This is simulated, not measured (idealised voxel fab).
process module | voxel fin reveal
cross-section cut | 240 nm wide | cells 5 nm
A cross-section is a grid of square cells, given in bands from the top down. A band is one or more rows of cells.
Each band's line starts with the height of the band's top and of its bottom, in nm. Then come its materials from left to right, each with its width in nm. One material with "throughout" fills the band from edge to edge. "air" is empty space.
Height 0 is the level under which the wafer as received is all one material. The lowest band goes on downwards, as in "0 down".
A width such as "30 to 40" changes by the same amount from each row of cells to the next, from the band's top row to its bottom row.
"no change" after a step means that no cell of the cross-section changed.
closed voids: empty space of 8 cells or more with no open way to the top, each as width x height at its distance from the left edge, in nm
after a step's settings: what the simulator itself notes on the step
overlay nm, on a step with a mask: how far to the right of its planned place the mask lay; to the left if negative
plan
1 op RECEIVE | material Si
2 op CONFORMAL_DEP | material SiN | thk nm 5
3 op PATTERN | tone cover | mask id FINS | material resist | width nm 15 | pitch nm 35 | thk nm 15 | overlay nm 0
4 op DIRECTIONAL_ETCH | etch materials SiN | depth nm 5
5 op DIRECTIONAL_ETCH | etch materials Si | depth nm 35
6 op STRIP | etch materials resist
7 op FILL_DEP | material SiO2 | thk nm 15
8 op CMP | height nm 5
9 op SELECTIVE_ETCH | etch materials SiO2 | depth nm 15
10 op STRIP | etch materials SiN
as received, after step 1
  0 down: Si throughout
  closed voids: none
a wafer at the end: this start, this plan, one mistake
  0 to -20: air 60 | Si 15 | air 20 | Si 15 | air 20 | Si 15 | air 20 | Si 15 | air 60
  -20 to -35: SiO2 60 | Si 15 | SiO2 20 | Si 15 | SiO2 20 | Si 15 | SiO2 20 | Si 15 | SiO2 60
  -35 down: Si throughout
  closed voids: none
what went wrong: step 9 ran as: op SELECTIVE_ETCH | etch materials SiO2 | depth nm 25
